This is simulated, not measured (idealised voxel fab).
process module | voxel air gaps
cross-section cut | 150 nm wide | cells 5 nm
A cross-section is a grid of square cells, given in bands from the top down. A band is one or more rows of cells.
Each band's line starts with the height of the band's top and of its bottom, in nm. Then come its materials from left to right, each with its width in nm. One material with "throughout" fills the band from edge to edge. "air" is empty space.
Height 0 is the level under which the wafer as received is all one material. The lowest band goes on downwards, as in "0 down".
A width such as "30 to 40" changes by the same amount from each row of cells to the next, from the band's top row to its bottom row.
"no change" after a step means that no cell of the cross-section changed.
closed voids: empty space of 8 cells or more with no open way to the top, each as width x height at its distance from the left edge, in nm
after a step's settings: what the simulator itself notes on the step
overlay nm, on a step with a mask: how far to the right of its planned place the mask lay; to the left if negative
plan
1 op RECEIVE | material Si
2 op CONFORMAL_DEP | material SiO2 | thk nm 10
3 op CONFORMAL_DEP | material SiN | thk nm 5
4 op DIRECTIONAL_DEP | material SiO2 | thk nm 30
5 op MASKED_ETCH | tone open | mask id LINES | width nm 15 | pitch nm 45 | etch materials SiO2 | depth nm 30 | overlay nm 0
6 op CONFORMAL_DEP | material TiN | thk nm 5
7 op FILL_DEP | material Ru | thk nm 10
8 op CMP | height nm 45
9 op EPI | material Ru | thk nm 10
10 op SELECTIVE_ETCH | etch materials SiO2 | depth nm 40
11 op CONFORMAL_DEP | material SiN | thk nm 5
varied across the wafers: width nm of step 5. The plan shows the first wafer's value. All wafers start alike
first wafer as received, after step 1
  0 down: Si throughout
  closed voids: none
first wafer at the end, after step 11
  60 to 55: air 5 | SiN 135 | air 10
  55 to 45: air 5 | SiN 5 | Ru 35 | SiN 10 | Ru 35 | SiN 10 | Ru 35 | SiN 5 | air 10
  45 to 40: air 5 | SiN 15 | TiN 5 | Ru 5 | TiN 5 | SiN 30 | TiN 5 | Ru 5 | TiN 5 | SiN 30 | TiN 5 | Ru 5 | TiN 5 | SiN 15 | air 10
  40 to 20: air 15 | SiN 5 | TiN 5 | Ru 5 | TiN 5 | SiN 5 | air 20 | SiN 5 | TiN 5 | Ru 5 | TiN 5 | SiN 5 | air 20 | SiN 5 | TiN 5 | Ru 5 | TiN 5 | SiN 5 | air 20
  20 to 15: SiN 20 | TiN 15 | SiN 30 | TiN 15 | SiN 30 | TiN 15 | SiN 25
  15 to 10: SiN throughout
  10 to 0: SiO2 throughout
  0 down: Si throughout
  closed voids: 20 x 20 at 40; 20 x 20 at 85
last wafer at the end
  60 to 55: SiN throughout
  55 to 45: SiN 5 | Ru 140 | SiN 5
  45 to 40: SiN 15 | TiN 5 | Ru 20 | TiN 5 | SiO2 15 | TiN 5 | Ru 20 | TiN 5 | SiO2 15 | TiN 5 | Ru 20 | TiN 5 | SiN 15
  40 to 20: air 10 | SiN 5 | TiN 5 | Ru 20 | TiN 5 | SiO2 15 | TiN 5 | Ru 20 | TiN 5 | SiO2 15 | TiN 5 | Ru 20 | TiN 5 | SiN 5 | air 10
  20 to 15: SiN 15 | TiN 30 | SiO2 15 | TiN 30 | SiO2 15 | TiN 30 | SiN 15
  15 to 10: SiN throughout
  10 to 0: SiO2 throughout
  0 down: Si throughout
  closed voids: 10 x 20 at 0; 10 x 20 at 140
each wafer at the end: cells of each material gained (+) or lost (-) since it was received, then its closed voids
width nm 15 | +57 Ru | +132 SiN | +60 SiO2 | +39 TiN | closed voids: 20 x 20 at 40; 20 x 20 at 85
width nm 20 | +78 Ru | +124 SiN | +60 SiO2 | +42 TiN | closed voids: 15 x 20 at 45; 15 x 20 at 90
width nm 25 | +99 Ru | +84 SiN | +108 SiO2 | +45 TiN | closed voids: 10 x 20 at 0
width nm 30 | +116 Ru | +84 SiN | +96 SiO2 | +48 TiN | closed voids: 10 x 20 at 0; 10 x 20 at 140
